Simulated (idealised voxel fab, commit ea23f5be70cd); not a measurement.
process module | voxel released beams
cross-section cut | 280 nm wide | cells 5 nm
A cross-section is a grid of square cells, given in bands from the top down. A band is one or more rows of cells.
Each band's line starts with the height of the band's top and of its bottom, in nm. Then come its materials from left to right, each with its width in nm. One material with "throughout" fills the band from edge to edge. "air" is empty space.
Height 0 is the level under which the wafer as received is all one material. The lowest band goes on downwards, as in "0 down".
A width such as "30 to 40" changes by the same amount from each row of cells to the next, from the band's top row to its bottom row.
"no change" after a step means that no cell of the cross-section changed.
closed voids: empty space of 8 cells or more with no open way to the top, each as width x height at its distance from the left edge, in nm
after a step's settings: what the simulator itself notes on the step
overlay nm, on a step with a mask: how far to the right of its planned place the mask lay; to the left if negative
plan
1 op RECEIVE | material Si
2 op CONFORMAL_DEP | material SiN | thk nm 5
3 op DIRECTIONAL_DEP | material SiO2 | thk nm 20
4 op PATTERN | tone open | mask id ANCHOR | material resist | width nm 30 | thk nm 15 | overlay nm 0
5 op DIRECTIONAL_ETCH | etch materials SiO2 | depth nm 20
6 op STRIP | etch materials resist
7 op CONFORMAL_DEP | material TiN | thk nm 10
8 op DIRECTIONAL_DEP | material aC | thk nm 10
9 op PATTERN | tone cover | mask id BEAM | material resist | width nm 105 | thk nm 30 | overlay nm 0
10 op DIRECTIONAL_ETCH | etch materials aC | depth nm 10
11 op STRIP | etch materials resist
12 op DIRECTIONAL_ETCH | etch materials TiN | depth nm 10
13 op STRIP | etch materials aC
14 op STRIP | etch materials SiO2
as received, after step 1
  0 down: Si throughout
  closed voids: none
first wafer at the end, as planned
  35 to 25: air 85 | TiN 15 | air 10 | TiN 80 | air 90
  25 to 15: air 90 | TiN 10 | air 10 | TiN 10 | air 160
  15 to 5: air 90 | TiN 30 | air 160
  5 to 0: SiN throughout
  0 down: Si throughout
  closed voids: none
second wafer at the end: like start, like plan, one mistake
  35 to 25: air 85 | TiN 25 | air 10 | TiN 70 | air 90
  25 to 15: air 100 | TiN 10 | air 10 | TiN 10 | air 150
  15 to 5: air 100 | TiN 30 | air 150
  5 to 0: SiN throughout
  0 down: Si throughout
  closed voids: none
what went wrong: step 4 ran as: op PATTERN | tone open | mask id ANCHOR | material resist | width nm 30 | thk nm 15 | overlay nm 10
at the end the second wafer has, in cells: as many of each material as the first, in other places
